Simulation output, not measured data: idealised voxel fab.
Documented hereafter: the process module known as voxel self aligned vias.
Section shown: cut. Width: 300 nm. Cell size: 5 nm, square.
For the purposes of this document, a cross-section shall be understood as a grid of square cells, specified as bands listed in top-to-bottom order, each band consisting of one or more rows of cells. Band entry format. Leading values: height of top, height of bottom, nm. Remainder: materials in left-to-right order, each with its width in nm. Special words: "all across" on a single material, which then fills the band edge to edge; "air", empty space. Heights are measured from 0, the level below which the as-received wafer is all one material; the lowest band has no bottom and continues downward, written as in "from 0 down". When a width is written as two numbers, as in "30..40", the first number is the width in the top row of cells of the band and the second is the width in its bottom row, and the width changes by the same amount from each row to the next. Where the words "remained unchanged" appear for a step, the cross-section shows no cell changed by that step; every cell remained as before. Empty spaces without an open route to the top, at least 8 cells in extent, make up the entry "Closed internal cavities"; each is given as width x height at distance, where the distance is measured from the left edge, and all are in nm. Step line, after settings: the simulator's comment on this step. overlay nm: how far to the right of its planned place the mask lay on this masked step (negative: to the left).
Planned step list for the process
1 RECEIVE (material Si)
2 CONFORMAL_DEP (material SiO2; thk nm 15)
3 CONFORMAL_DEP (material SiCN; thk nm 5)
4 DIRECTIONAL_DEP (material lowk; thk nm 30)
5 MASKED_ETCH (tone open; mask id LINES; width nm 15; pitch nm 60; etch materials lowk; depth nm 30; overlay nm 0)
6 CONFORMAL_DEP (material TiN; thk nm 5)
7 FILL_DEP (material Ru; thk nm 10)
8 CMP (height nm 50)
9 SELECTIVE_ETCH (etch materials W Ru TiN; depth nm 5)
10 FILL_DEP (material SiN; thk nm 10)
11 CMP (height nm 50)
12 DIRECTIONAL_DEP (material lowk; thk nm 20)
13 MASKED_ETCH (tone open; mask id VIAS; width nm 30; pitch nm 60; etch materials lowk; depth nm 20; overlay nm 0)
14 MASKED_ETCH (tone open; mask id VIAS; width nm 30; pitch nm 60; etch materials SiN; depth nm 5; overlay nm 0)
15 CONFORMAL_DEP (material TiN; thk nm 5)
16 FILL_DEP (material Cu; thk nm 10)
17 CMP (height nm 70)
18 CONFORMAL_DEP (material SiN; thk nm 5)
The wafers in this document start out alike and differ in the width nm applied at step 5; the plan shows the value used for the first wafer.
Cut through the first of several wafers as received, post step 1
from 0 down: Si all across
Closed internal cavities: none
first wafer at the end, after step 18
from 75 to 70: SiN all across
from 70 to 55: 75 lowk, then 5 TiN, then 20 Cu, then 5 TiN, then 30 lowk, then 5 TiN, then 20 Cu, then 5 TiN, then 30 lowk, then 5 TiN, then 20 Cu, then 5 TiN, then 75 lowk
from 55 to 50: 75 lowk, then 15 TiN, then 5 Cu, then 10 TiN, then 30 lowk, then 15 TiN, then 5 Cu, then 10 TiN, then 30 lowk, then 15 TiN, then 5 Cu, then 10 TiN, then 75 lowk
from 50 to 45: 85 lowk, then 15 TiN, then 45 lowk, then 15 TiN, then 45 lowk, then 15 TiN, then 80 lowk
from 45 to 25: 85 lowk, then 5 TiN, then 5 Ru, then 5 TiN, then 45 lowk, then 5 TiN, then 5 Ru, then 5 TiN, then 45 lowk, then 5 TiN, then 5 Ru, then 5 TiN, then 80 lowk
from 25 to 20: 85 lowk, then 15 TiN, then 45 lowk, then 15 TiN, then 45 lowk, then 15 TiN, then 80 lowk
from 20 to 15: SiCN all across
from 15 to 0: SiO2 all across
from 0 down: Si all across
Closed internal cavities: none
Here we cross-sectioned the last of the wafers once the module was done
from 75 to 70: SiN all across
from 70 to 50: 75 lowk, then 5 TiN, then 20 Cu, then 5 TiN, then 30 lowk, then 5 TiN, then 20 Cu, then 5 TiN, then 30 lowk, then 5 TiN, then 20 Cu, then 5 TiN, then 75 lowk
from 50 to 45: 75 lowk, then 30 TiN, then 5 SiN, then 25 lowk, then 30 TiN, then 5 SiN, then 25 lowk, then 30 TiN, then 5 SiN, then 70 lowk
from 45 to 25: 75 lowk, then 5 TiN, then 25 Ru, then 5 TiN, then 25 lowk, then 5 TiN, then 25 Ru, then 5 TiN, then 25 lowk, then 5 TiN, then 25 Ru, then 5 TiN, then 70 lowk
from 25 to 20: 75 lowk, then 35 TiN, then 25 lowk, then 35 TiN, then 25 lowk, then 35 TiN, then 70 lowk
from 20 to 15: SiCN all across
from 15 to 0: SiO2 all across
from 0 down: Si all across
Closed internal cavities: none
Per-wafer rows below. For each material: cells gained (+) or lost (-) since the wafer was received, as of end of module. Then: closed voids
width nm 15; +39 Cu; +12 Ru; +60 SiCN; +60 SiN; +180 SiO2; +75 TiN; +474 lowk; Closed internal cavities: none
width nm 20; +42 Cu; +24 Ru; +60 SiCN; +60 SiN; +180 SiO2; +78 TiN; +456 lowk; Closed internal cavities: none
width nm 25; +45 Cu; +36 Ru; +60 SiCN; +60 SiN; +180 SiO2; +81 TiN; +438 lowk; Closed internal cavities: none
width nm 30; +48 Cu; +48 Ru; +60 SiCN; +60 SiN; +180 SiO2; +84 TiN; +420 lowk; Closed internal cavities: none
width nm 35; +48 Cu; +60 Ru; +60 SiCN; +63 SiN; +180 SiO2; +87 TiN; +402 lowk; Closed internal cavities: none
